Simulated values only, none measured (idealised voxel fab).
voxel self aligned contacts: a process module
It is cross-section cut that appears here, measuring 210 nm in width, its square cells being 5 nm in size.
A cross-section is written here as square cells arranged in a grid, and it is given in bands from the top down, each band taking up one or more rows of cells.
Look at the band entry: it leads with the top's height and the bottom's height in nm. Then it lists the materials left to right, with a width in nm for each. The word "full width" on a single material says that material fills the band edge to edge. The word "air" is empty space.
Zero point of the height axis is 0; under it, received wafer = one material. Lowest band: continues down indefinitely, "0 and below".
The two numbers in a width such as "30 to 40" mark its ends across the band: the first belongs to the top row of cells, the second to the bottom row, and from each row to the next the width moves by the same amount.
Given "left unchanged" for a step, no cell of the cross-section differs between before and after that step.
Listed in "Sealed voids": every empty space of 8 or more cells without an open way to the top. Form: width x height at distance, the distance being from the left edge, all in nm.
That trailing text on a step's line, after the settings, is the simulator's own remark on the step.
The line of a step may include "overlay nm". On a step with a mask, this value is how far to the right of its planned place the mask lay. A negative value means the mask lay to the left.
## Process steps (planned)
1) RECEIVE [material Si]
2) CONFORMAL_DEP [material SiO2] [thk nm 5]
3) DIRECTIONAL_DEP [material polySi] [thk nm 20]
4) DIRECTIONAL_DEP [material SiN] [thk nm 15]
5) DIRECTIONAL_DEP [material aC] [thk nm 10]
6) PATTERN [tone cover] [mask id GATE] [material resist] [width nm 35] [pitch nm 60] [thk nm 25] [overlay nm 0]
7) DIRECTIONAL_ETCH [etch materials aC] [depth nm 10]
8) STRIP [etch materials resist]
9) DIRECTIONAL_ETCH [etch materials SiN] [depth nm 15]
10) DIRECTIONAL_ETCH [etch materials polySi] [depth nm 20]
11) STRIP [etch materials aC]
12) CONFORMAL_DEP [material SiN] [thk nm 5]
13) DIRECTIONAL_ETCH [etch materials SiN] [depth nm 5]
14) FILL_DEP [material SiO2] [thk nm 10]
15) CMP [height nm 45]
16) PATTERN [tone open] [mask id CONTACT] [material resist] [width nm 35] [thk nm 15] [overlay nm 0]
17) DIRECTIONAL_ETCH [etch materials SiO2] [depth nm 45]
18) STRIP [etch materials resist]
19) CONFORMAL_DEP [material TiN] [thk nm 5]
20) FILL_DEP [material W] [thk nm 10]
21) CMP [height nm 45]
22) CONFORMAL_DEP [material SiCN] [thk nm 5]
## Cross-section, incoming material, after step 1
	0 and below | Si full width
	Sealed voids: none
## Cross-sectional image of the first of two wafers at the end of the module, the run having proceeded as planned
	50 down to 45 | SiCN full width
	45 down to 40 | 85 of SiO2, then 15 of TiN, then 5 of W, then 15 of TiN, then 90 of SiO2
	40 down to 25 | 50 of SiO2, then 45 of SiN, then 5 of TiN, then 5 of W, then 5 of TiN, then 45 of SiN, then 55 of SiO2
	25 down to 5 | 50 of SiO2, then 5 of SiN, then 35 of polySi, then 5 of SiN, then 5 of TiN, then 5 of W, then 5 of TiN, then 5 of SiN, then 35 of polySi, then 5 of SiN, then 55 of SiO2
	5 down to 0 | 95 of SiO2, then 15 of TiN, then 100 of SiO2
	0 and below | Si full width
	Sealed voids: none
## Cross-sectional view: second of two wafers, end of module; start and plan identical to the first, one mistake in running
	50 down to 45 | SiCN full width
	45 down to 40 | 50 of SiO2, then 45 of SiN, then 15 of TiN, then 45 of SiN, then 55 of SiO2
	40 down to 25 | SiN full width
	25 down to 5 | polySi full width
	5 down to 0 | SiO2 full width
	0 and below | Si full width
	Sealed voids: none
The plan and the run diverged here: twice over, step 4 of the plan was run
Wafer comparison, final, in cells, second relative to first, materials more or fewer: SiN: 74 more; SiO2: 158 fewer; TiN: 20 fewer; W: 8 fewer; polySi: 112 more
